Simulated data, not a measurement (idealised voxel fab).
Title: Process Module voxel tone inversion
Each square cell in cross-section cut measures 5 nm, and the section as a whole is 280 nm wide.
Cross-sections here: square-cell grids, written as top-down lists of bands, a band being one or more rows of cells. First you get the band's top height and its bottom height, in nm, and then the materials it's made of, left to right, with each width in nm. If you see a single material with "everywhere", that one covers the band edge to edge. "blank" is empty space. Heights from 0 (as-received wafer is one material below). Bottom band endless downward, as "0 nm and below". Per-row width for "30 to 40": begins at first number (top row of band), ends at second number (bottom row), increment between rows held constant. You'll sometimes find "all unchanged" written for a step, and that's the way of saying that nowhere in the cross-section did a cell change during that step. The label "Voids, fully enclosed" introduces a list of the empty spaces, 8 cells or larger, that have no open way up to the top; each entry in it reads width x height at distance, where the distance is taken from the left edge and all three are stated in nm. Where a step's line continues beyond its settings, the continuation is a remark by the simulator itself on that step. On any step carrying a mask, the "overlay nm" setting, if present on the step's line, tells how far right of its planned place the mask lay; negative values point to the left.
[Planned step list for the process]
1. op RECEIVE | material Si
2. op CONFORMAL_DEP | material SiCN | thk nm 10
3. op DIRECTIONAL_DEP | material aC | thk nm 15
4. op PATTERN | tone cover | mask id POSTS | material resist | width nm 20 | pitch nm 40 | thk nm 25 | overlay nm 0
5. op DIRECTIONAL_ETCH | etch materials aC | depth nm 15
6. op STRIP | etch materials resist
7. op FILL_DEP | material SiO2 | thk nm 5
8. op CMP | height nm 25
9. op STRIP | etch materials aC
10. op CONFORMAL_DEP | material TiN | thk nm 5
11. op FILL_DEP | material Ru | thk nm 10
12. op CMP | height nm 25
13. op CONFORMAL_DEP | material SiN | thk nm 5
[Wafer as received: cross-section following step 1]
* 0 nm and below = Si everywhere
* Voids, fully enclosed: none
[The plan above was carried out on the starting structure above with one mistake, and this cross-section shows the wafer at the end of the module]
* 30 nm to 25 nm = SiCN everywhere
* 25 nm to 15 nm = SiO2=70 | TiN=5 | Ru=10 | TiN=5 | SiO2=20 | TiN=5 | Ru=10 | TiN=5 | SiO2=20 | TiN=5 | Ru=10 | TiN=5 | SiO2=20 | TiN=5 | Ru=10 | TiN=5 | SiO2=70
* 15 nm to 10 nm = SiO2=70 | TiN=20 | SiO2=20 | TiN=20 | SiO2=20 | TiN=20 | SiO2=20 | TiN=20 | SiO2=70
* 10 nm to 0 nm = SiCN everywhere
* 0 nm and below = Si everywhere
* Voids, fully enclosed: none
Which mistake was made when the wafer was run? in deviation from the planned setting, step 13 was conducted as op CONFORMAL_DEP | material SiCN | thk nm 5
